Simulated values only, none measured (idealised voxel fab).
You're looking at the process module voxel trench capacitor.
FYI the section here is cut, 265 nm wide, cells are 5 nm squares.
Format of a cross-section: grid, square cells. Given as bands. Order: top down. Band: one or more rows of cells. Basically the band line says how high the top is and how high the bottom is, in nm, and then what's in it from left to right, every material with its width in nm. Empty space shows up as "blank", and if a single material carries "edge to edge" it runs the full band edge to edge. Heads up on the height convention: 0 is the point under which the incoming wafer is all one material, and the lowest band has no bottom, it just keeps going down, like "z 0 and below". It should be noted that a width expressed as "30->40" varies in equal increments from row to row of cells within the band, taking the value of the first number at the top row and that of the second number at the bottom row. Step marked "nothing got changed"? Then no cell in the cross-section changed in it. Empty spaces without an open route to the top, at least 8 cells in extent, make up the entry "Enclosed cavity list"; each is given as width x height at distance, where the distance is measured from the left edge, and all are in nm. Heads up: the bit after the settings on a step's line is the simulator's remark on that step. overlay nm: step with mask; distance mask lay right of planned place; negative value = left of planned place.

# Below is the list of planned process steps
step 1: RECEIVE | material Si
step 2: CONFORMAL_DEP | material SiN | thk nm 5
step 3: MASKED_ETCH | tone open | mask id TRENCH | width nm 25 | pitch nm 45 | etch materials SiN | depth nm 5 | overlay nm 0
step 4: MASKED_ETCH | tone open | mask id TRENCH | width nm 25 | pitch nm 45 | etch materials Si | depth nm 30 | overlay nm 0
step 5: CONFORMAL_DEP | material HfO2 | thk nm 5
step 6: CONFORMAL_DEP | material TiN | thk nm 5
step 7: FILL_DEP | material W | thk nm 5
step 8: CMP | height nm 5

# Received-state cross-section, reflecting completion of step 1
> z 0 and below = Si edge to edge
> Enclosed cavity list: none

# End state of the module in cross-section, given the above starting point and plan and one mistake in execution
> z 5 to 0 = SiN=75, TiN=5, W=15, TiN=5, SiN=20, TiN=5, W=15, TiN=5, SiN=20, TiN=5, W=15, TiN=5, SiN=75
> z 0 to -25 = Si=75, TiN=5, W=15, TiN=5, Si=20, TiN=5, W=15, TiN=5, Si=20, TiN=5, W=15, TiN=5, Si=75
> z -25 to -30 = Si=75, TiN=25, Si=20, TiN=25, Si=20, TiN=25, Si=75
> z -30 and below = Si edge to edge
> Enclosed cavity list: none
Processing error: the plan's step 5 was left out and never carried out
